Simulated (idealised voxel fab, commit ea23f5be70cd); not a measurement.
Proc. module: voxel transistor to metal
Cross-sectional view cut (width: 225 nm; square cell size: 5 nm).
A cross-section is written here as square cells arranged in a grid, and it is given in bands from the top down, each band taking up one or more rows of cells. Read a band's entry like this: the first values are the height of its top and the height of its bottom in nm, and what follows is the sequence of materials from left to right, each with its width in nm. Note that "blank" is empty space, and that a single material marked "everywhere" reaches across the band from edge to edge. Zero point of the height axis is 0; under it, received wafer = one material. Lowest band: continues down indefinitely, "z 0 and below". The notation "30..40" denotes a width that varies across the rows of cells in the band, beginning at the first number in the top row, finishing at the second number in the bottom row, and changing by an identical amount from each row to the next. Key: "left unchanged" - step with no changed cell in the cross-section. Entry "Fully sealed voids". Content: empty spaces with no open connection to the top, size 8 cells or greater. Each: width x height at distance. Distance: from left edge. Unit: nm. Read whatever lies past the settings on a step's line as the simulator's own remark about the step. overlay nm: on a step with a mask, how far right of its planned place the mask lay; negative means left.

So here's the lineup of process steps we planned
- 1: RECEIVE | material Si
- 2: CONFORMAL_DEP | material SiO2 | thk nm 5
- 3: CONFORMAL_DEP | material SiN | thk nm 15
- 4: MASKED_ETCH | tone cover | mask id ACTIVE | width nm 85 | pitch nm 110 | etch materials SiN | depth nm 15 | overlay nm 0
- 5: MASKED_ETCH | tone cover | mask id ACTIVE | width nm 85 | pitch nm 110 | etch materials SiO2 | depth nm 5 | overlay nm 0
- 6: MASKED_ETCH | tone cover | mask id ACTIVE | width nm 85 | pitch nm 110 | etch materials Si | depth nm 30 | overlay nm 0
- 7: OXIDIZE | depth nm 5
- 8: FILL_DEP | material SiO2 | thk nm 10
- 9: CMP | height nm 20
- 10: SELECTIVE_ETCH | etch materials SiO2 | depth nm 10
- 11: STRIP | etch materials SiN
- 12: SELECTIVE_ETCH | etch materials SiO2 | depth nm 5
- 13: OXIDIZE | depth nm 5
- 14: DIRECTIONAL_DEP | material polySi | thk nm 25
- 15: DIRECTIONAL_DEP | material SiCN | thk nm 15
- 16: DIRECTIONAL_DEP | material aC | thk nm 10
- 17: PATTERN | tone cover | mask id GATE | material resist | width nm 15 | pitch nm 110 | thk nm 30 | overlay nm 0
- 18: DIRECTIONAL_ETCH | etch materials aC | depth nm 10
- 19: STRIP | etch materials resist
- 20: DIRECTIONAL_ETCH | etch materials SiCN | depth nm 25
- 21: DIRECTIONAL_ETCH | etch materials polySi | depth nm 35
- 22: STRIP | etch materials aC
- 23: CONFORMAL_DEP | material SiN | thk nm 5
- 24: DIRECTIONAL_ETCH | etch materials SiN | depth nm 5
- 25: DIRECTIONAL_ETCH | etch materials SiO2 | depth nm 5
- 26: DIRECTIONAL_ETCH | etch materials Si | depth nm 15
- 27: EPI | material pSi | thk nm 15
- 28: FILL_DEP | material SiO2 | thk nm 10
- 29: CMP | height nm 40
- 30: DIRECTIONAL_DEP | material SiO2 | thk nm 15
- 31: MASKED_ETCH | tone open | mask id CONTACT | width nm 15 | etch materials SiO2 | depth nm 50 | overlay nm 0
- 32: CONFORMAL_DEP | material TiN | thk nm 5
- 33: FILL_DEP | material W | thk nm 5
- 34: CMP | height nm 55
- 35: CONFORMAL_DEP | material SiCN | thk nm 5
- 36: DIRECTIONAL_DEP | material SiO2 | thk nm 15
- 37: MASKED_ETCH | tone open | mask id METAL_1 | width nm 15 | etch materials SiO2 | depth nm 15 | overlay nm 0
- 38: MASKED_ETCH | tone open | mask id METAL_1 | width nm 15 | etch materials SiCN | depth nm 5 | overlay nm 0
- 39: CONFORMAL_DEP | material TiN | thk nm 5
- 40: FILL_DEP | material Ru | thk nm 10
- 41: CMP | height nm 75
- 42: CONFORMAL_DEP | material SiN | thk nm 5
Split variable: depth nm, step 31. Plan value = first wafer. Wafers start alike.

Cross-section of the first of several wafers on receipt, reflecting completion of step 1
  z 0 and below | Si everywhere
  Fully sealed voids: none

Quick key for the table: a row per wafer, taken at the end of the module. For each material it tells you how many cells the wafer gained (+) or lost (-) since it came in, and the closed voids come after
depth nm 50 | +12 Ru | -195 Si | +51 SiCN | +81 SiN | +493 SiO2 | +120 TiN | +32 W | +96 pSi | +30 polySi | Fully sealed voids: none
depth nm 55 | +12 Ru | -195 Si | +51 SiCN | +81 SiN | +485 SiO2 | +128 TiN | +32 W | +96 pSi | +30 polySi | Fully sealed voids: none
depth nm 60 | +12 Ru | -195 Si | +51 SiCN | +81 SiN | +477 SiO2 | +136 TiN | +32 W | +96 pSi | +30 polySi | Fully sealed voids: none
depth nm 65 | +12 Ru | -195 Si | +51 SiCN | +81 SiN | +477 SiO2 | +136 TiN | +32 W | +96 pSi | +30 polySi | Fully sealed voids: none
depth nm 70 | +12 Ru | -195 Si | +51 SiCN | +81 SiN | +477 SiO2 | +136 TiN | +32 W | +96 pSi | +30 polySi | Fully sealed voids: none
depth nm 75 | +12 Ru | -195 Si | +51 SiCN | +81 SiN | +477 SiO2 | +136 TiN | +32 W | +96 pSi | +30 polySi | Fully sealed voids: none
